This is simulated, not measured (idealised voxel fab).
Process module, titled voxel wiring stack
Pictured: cross-section cut, 180 nm wide, on a grid of 5 nm square cells.
When this document writes out a cross-section, it uses a grid of square cells and lists it as bands, beginning at the top and moving down, with a band standing for one or more rows of cells.
Look at the band entry: it leads with the top's height and the bottom's height in nm. Then it lists the materials left to right, with a width in nm for each. The word "everywhere" on a single material says that material fills the band edge to edge. The word "empty" is empty space.
Height reference: 0 = level under which incoming wafer is all one material. Lowest band: no bottom, runs on downward, e.g. "top 0, no bottom".
The expression "30 to 40" gives the width at the extremes of the band, the first number at its top row of cells and the second at its bottom row, with the width changing by equal amounts from each row to the next in between.
What does "same as before" mean for a step? It means no cell of the cross-section changed in that step.
Listed in "Fully sealed voids": every empty space of 8 or more cells without an open way to the top. Form: width x height at distance, the distance being from the left edge, all in nm.
Where a step's line continues beyond its settings, the continuation is a remark by the simulator itself on that step.
Steps that use a mask can have "overlay nm" on their line. It says how far the mask sat to the right of where it was meant to be. Negative means to the left.

-- Planned process steps
1,RECEIVE,material Si
2,CONFORMAL_DEP,material SiO2,thk nm 15
3,CONFORMAL_DEP,material SiN,thk nm 5
4,DIRECTIONAL_DEP,material SiO2,thk nm 15
5,DIRECTIONAL_DEP,material aC,thk nm 15
6,PATTERN,tone open,mask id METAL_1,material resist,width nm 25,pitch nm 40,thk nm 35,overlay nm 0
7,DIRECTIONAL_ETCH,etch materials aC,depth nm 15
8,STRIP,etch materials resist
9,DIRECTIONAL_ETCH,etch materials SiO2,depth nm 15
10,DIRECTIONAL_ETCH,etch materials SiN,depth nm 5
11,STRIP,etch materials aC
12,CONFORMAL_DEP,material TiN,thk nm 5
13,FILL_DEP,material Cu,thk nm 5
14,CMP,height nm 35
15,EPI,material Ru,thk nm 5
16,FILL_DEP,material SiCN,thk nm 5
17,DIRECTIONAL_DEP,material SiO2,thk nm 10
18,PATTERN,tone open,mask id PLUG_1,material resist,width nm 15,pitch nm 40,thk nm 15,overlay nm 0
19,DIRECTIONAL_ETCH,etch materials SiO2,depth nm 10
20,DIRECTIONAL_ETCH,etch materials SiCN,depth nm 5
21,STRIP,etch materials resist
22,CONFORMAL_DEP,material TiN,thk nm 5
23,FILL_DEP,material Ru,thk nm 10
24,CMP,height nm 55
25,DIRECTIONAL_DEP,material TiN,thk nm 5
26,DIRECTIONAL_DEP,material W,thk nm 15
27,PATTERN,tone cover,mask id METAL_2,material resist,width nm 25,pitch nm 40,thk nm 20,overlay nm 0
28,DIRECTIONAL_ETCH,etch materials W,depth nm 15
29,DIRECTIONAL_ETCH,etch materials TiN,depth nm 5
30,STRIP,etch materials resist
31,CONFORMAL_DEP,material SiN,thk nm 5
32,FILL_DEP,material lowk,thk nm 10
33,CMP,height nm 75
34,CONFORMAL_DEP,material SiCN,thk nm 5
35,DIRECTIONAL_DEP,material SiO2,thk nm 30
36,DIRECTIONAL_DEP,material aC,thk nm 10
37,PATTERN,tone open,mask id METAL_3_HOLES,material resist,width nm 15,thk nm 30,overlay nm 0
38,DIRECTIONAL_ETCH,etch materials aC,depth nm 10
39,STRIP,etch materials resist
40,DIRECTIONAL_ETCH,etch materials SiO2,depth nm 30
41,STRIP,etch materials aC
42,DIRECTIONAL_DEP,material aC,thk nm 15
43,PATTERN,tone open,mask id METAL_3,material resist,width nm 25,pitch nm 40,thk nm 30,overlay nm 0
44,DIRECTIONAL_ETCH,etch materials aC,depth nm 15
45,STRIP,etch materials resist
46,DIRECTIONAL_ETCH,etch materials SiO2,depth nm 15
47,DIRECTIONAL_ETCH,etch materials SiCN,depth nm 5
48,STRIP,etch materials aC
49,CONFORMAL_DEP,material TiN,thk nm 5
50,FILL_DEP,material Cu,thk nm 5
51,CMP,height nm 110
52,CONFORMAL_DEP,material SiN,thk nm 5

-- The cross-section here shows the wafer as received, i.e. in its state after step 1
* top 0, no bottom = Si everywhere
* Fully sealed voids: none

-- Cross-section at module end, one run error; start and plan unchanged from above
* top 115, bottom 110 = SiN everywhere
* top 110, bottom 100 = SiO2=55 / TiN=5 / Cu=5 / TiN=5 / SiO2=110
* top 100, bottom 95 = SiO2=55 / TiN=15 / SiO2=110
* top 95, bottom 80 = SiO2 everywhere
* top 80, bottom 75 = SiCN everywhere
* top 75, bottom 60 = lowk=50 / SiN=5 / W=25 / SiN=5 / lowk=5 / SiN=5 / W=25 / SiN=5 / lowk=55
* top 60, bottom 55 = SiN=55 / TiN=25 / SiN=15 / TiN=25 / SiN=60
* top 55, bottom 45 = SiO2=55 / TiN=5 / Ru=5 / TiN=5 / SiO2=25 / TiN=5 / Ru=5 / TiN=5 / SiO2=70
* top 45, bottom 40 = SiCN=55 / TiN=15 / SiCN=25 / TiN=15 / SiCN=70
* top 40, bottom 35 = SiCN=50 / Ru=35 / SiCN=5 / Ru=35 / SiCN=55
* top 35, bottom 20 = SiO2=55 / TiN=5 / Cu=15 / TiN=5 / SiO2=15 / TiN=5 / Cu=15 / TiN=5 / SiO2=60
* top 20, bottom 15 = SiN=55 / TiN=25 / SiN=15 / TiN=25 / SiN=60
* top 15, bottom 0 = SiO2 everywhere
* top 0, no bottom = Si everywhere
* Fully sealed voids: none
What went wrong in running the wafer? plan step 35 ran twice
